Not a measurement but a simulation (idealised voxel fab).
Module name: voxel self aligned contacts (process module)
The cross-section shown here is cut; it is 260 nm wide and divided into square cells measuring 5 nm on a side.
We lay out every cross-section as a grid of square cells and spell it out in bands from the top down, where one band means one or more rows of cells. For a band, the entry starts with two heights in nm, that of the top and then that of the bottom, and carries on with the band's materials in order from left to right, each alongside its width in nm; the word "edge to edge" beside a single material means it fills the band edge to edge, and "empty" means empty space. For the purposes of this specification, 0 denotes the height below which the wafer in its as-received condition is composed wholly of one material, and the lowermost band, lacking a lower limit, extends downward without end, as expressed in "from 0 down". It should be noted that a width expressed as "30->40" varies in equal increments from row to row of cells within the band, taking the value of the first number at the top row and that of the second number at the bottom row. "no change occurred" (step): cross-section cells unchanged, all of them. "Enclosed void list" contains a list of empty spaces, each no smaller than 8 cells and without an open way to the top, written in the form width x height at distance with the distance from the left edge and all three in nm. Step line, after settings: the simulator's comment on this step. overlay nm: mask right of planned place by this much (step with mask). Neg. = left.

**The following list gives the planned process steps**
1: RECEIVE,material Si
2: CONFORMAL_DEP,material SiO2,thk nm 5
3: DIRECTIONAL_DEP,material polySi,thk nm 30
4: DIRECTIONAL_DEP,material SiN,thk nm 25
5: MASKED_ETCH,tone cover,mask id GATE,width nm 25,pitch nm 60,etch materials SiN,depth nm 25,overlay nm 0
6: MASKED_ETCH,tone cover,mask id GATE,width nm 25,pitch nm 60,etch materials polySi,depth nm 30,overlay nm 0
7: CONFORMAL_DEP,material SiN,thk nm 10
8: DIRECTIONAL_ETCH,etch materials SiN,depth nm 10
9: FILL_DEP,material SiO2,thk nm 15
10: CMP,height nm 65
11: MASKED_ETCH,tone open,mask id CONTACT,width nm 45,pitch nm 60,etch materials SiO2,depth nm 65,overlay nm 0
12: CONFORMAL_DEP,material TiN,thk nm 5
13: FILL_DEP,material W,thk nm 5
14: CMP,height nm 65
15: CONFORMAL_DEP,material SiCN,thk nm 5

**Incoming wafer in cross-section (state: after step 1)**
* from 0 down = Si edge to edge
* Enclosed void list: none

**Below is the wafer in cross-section after the module was completed. It began from the starting point shown above and followed the plan shown above, except that one mistake was made while running it**
* from 70 to 65 = SiCN edge to edge
* from 65 to 60 = 75 of SiO2 | 45 of TiN | 15 of SiO2 | 45 of TiN | 80 of SiO2
* from 60 to 35 = 40 of SiO2 | 55 of SiN | 5 of TiN | 55 of SiN | 5 of TiN | 55 of SiN | 45 of SiO2
* from 35 to 5 = 40 of SiO2 | 10 of SiN | 35 of polySi | 10 of SiN | 5 of TiN | 10 of SiN | 35 of polySi | 10 of SiN | 5 of TiN | 10 of SiN | 35 of polySi | 10 of SiN | 45 of SiO2
* from 5 to 0 = 95 of SiO2 | 5 of TiN | 55 of SiO2 | 5 of TiN | 100 of SiO2
* from 0 down = Si edge to edge
* Enclosed void list: none
Short version of what went wrong: step 5 ran with different settings than intended, the actual operation and settings being MASKED_ETCH,tone cover,mask id GATE,width nm 35,pitch nm 60,etch materials SiN,depth nm 25,overlay nm 0
